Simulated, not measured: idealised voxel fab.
You're looking at the process module voxel air gaps.
The figure presents cross-section cut, which has a width of 175 nm and is divided into square cells with an edge length of 5 nm.
Cross-sections here: square-cell grids, written as top-down lists of bands, a band being one or more rows of cells.
This entry defines a band. It first specifies the height of the band's top and the height of its bottom in nm, and then specifies the band's materials from left to right, stating each material with its width in nm. The word "throughout" identifies a single material that fills the band from edge to edge, while the word "air" identifies empty space.
We count height from 0. Below that, the starting wafer is all one material. The lowest band never ends at the bottom but goes on down; see "0 down" for how that is written.
With a width like "30 to 40", each row of cells in the band differs from the next by the same amount, the top row carrying the first number and the bottom row the second.
Any step labelled "remained the same" changed none of the cells in the cross-section.
Encapsulated voids: empty space of 8 cells or more with no open way to the top, each as width x height at its distance from the left edge, in nm
Whatever follows a step's settings on its line is a remark the simulator itself makes about that step.
Among the settings permitted on a step's line is "overlay nm"; applied to a step with a mask, it specifies the extent to which the mask lay to the right of its planned position, whereas a negative figure signifies a position to the left.

The process steps that were planned are listed below
step 1: RECEIVE (material Si)
step 2: CONFORMAL_DEP (material SiO2; thk nm 10)
step 3: CONFORMAL_DEP (material SiCN; thk nm 5)
step 4: DIRECTIONAL_DEP (material lowk; thk nm 40)
step 5: DIRECTIONAL_DEP (material aC; thk nm 15)
step 6: PATTERN (tone open; mask id LINES; material resist; width nm 15; pitch nm 40; thk nm 30; overlay nm 0)
step 7: DIRECTIONAL_ETCH (etch materials aC; depth nm 15)
step 8: STRIP (etch materials resist)
step 9: DIRECTIONAL_ETCH (etch materials lowk; depth nm 40)
step 10: STRIP (etch materials aC)
step 11: CONFORMAL_DEP (material TiN; thk nm 5)
step 12: FILL_DEP (material W; thk nm 5)
step 13: CMP (height nm 55)
step 14: EPI (material Ru; thk nm 10)
step 15: SELECTIVE_ETCH (etch materials lowk; depth nm 50)
step 16: CONFORMAL_DEP (material SiCN; thk nm 5)

Cross-section of the incoming wafer, state after step 1
    0 down = Si throughout
    Encapsulated voids: none

Cross-section, first of two wafers, end of module, run as planned
    70 to 65 = 5 of air; 165 of SiCN; 5 of air
    65 to 55 = 5 of air; 5 of SiCN; 35 of Ru; 5 of SiCN; 35 of Ru; 5 of SiCN; 35 of Ru; 5 of SiCN; 35 of Ru; 5 of SiCN; 5 of air
    55 to 50 = 5 of air; 15 of SiCN; 5 of TiN; 5 of W; 5 of TiN; 25 of SiCN; 5 of TiN; 5 of W; 5 of TiN; 25 of SiCN; 5 of TiN; 5 of W; 5 of TiN; 25 of SiCN; 5 of TiN; 5 of W; 5 of TiN; 15 of SiCN; 5 of air
    50 to 20 = 15 of air; 5 of SiCN; 5 of TiN; 5 of W; 5 of TiN; 5 of SiCN; 15 of air; 5 of SiCN; 5 of TiN; 5 of W; 5 of TiN; 5 of SiCN; 15 of air; 5 of SiCN; 5 of TiN; 5 of W; 5 of TiN; 5 of SiCN; 15 of air; 5 of SiCN; 5 of TiN; 5 of W; 5 of TiN; 5 of SiCN; 15 of air
    20 to 15 = 20 of SiCN; 15 of TiN; 25 of SiCN; 15 of TiN; 25 of SiCN; 15 of TiN; 25 of SiCN; 15 of TiN; 20 of SiCN
    15 to 10 = SiCN throughout
    10 to 0 = SiO2 throughout
    0 down = Si throughout
    Encapsulated voids: 15 x 30 at 40; 15 x 30 at 80; 15 x 30 at 120

Cross-section, second wafer: same start as the first, same plan as the first, one mistake in running it; taken at the end of the module
    70 to 65 = 5 of air; 165 of SiCN; 5 of air
    65 to 55 = 5 of air; 5 of SiCN; 35 of Ru; 5 of SiCN; 35 of Ru; 5 of SiCN; 35 of Ru; 5 of SiCN; 35 of Ru; 5 of SiCN; 5 of air
    55 to 50 = 5 of air; 15 of SiCN; 5 of TiN; 5 of W; 5 of TiN; 25 of SiCN; 5 of TiN; 5 of W; 5 of TiN; 25 of SiCN; 5 of TiN; 5 of W; 5 of TiN; 25 of SiCN; 5 of TiN; 5 of W; 5 of TiN; 15 of SiCN; 5 of air
    50 to 30 = 15 of air; 5 of SiCN; 5 of TiN; 5 of W; 5 of TiN; 5 of SiCN; 15 of air; 5 of SiCN; 5 of TiN; 5 of W; 5 of TiN; 5 of SiCN; 15 of air; 5 of SiCN; 5 of TiN; 5 of W; 5 of TiN; 5 of SiCN; 15 of air; 5 of SiCN; 5 of TiN; 5 of W; 5 of TiN; 5 of SiCN; 15 of air
    30 to 25 = 20 of SiCN; 15 of TiN; 25 of SiCN; 15 of TiN; 25 of SiCN; 15 of TiN; 25 of SiCN; 15 of TiN; 20 of SiCN
    25 to 10 = SiCN throughout
    10 to 0 = SiO2 throughout
    0 down = Si throughout
    Encapsulated voids: 15 x 20 at 40; 15 x 20 at 80; 15 x 20 at 120
In executing the process, a mistake was made relative to the plan: off-plan run, step 3, actual operation and settings CONFORMAL_DEP (material SiCN; thk nm 15)
The final cell counts differ between the wafers, with the second having more or fewer of some materials than the first: 54 more of SiCN, 16 fewer of TiN, 8 fewer of W
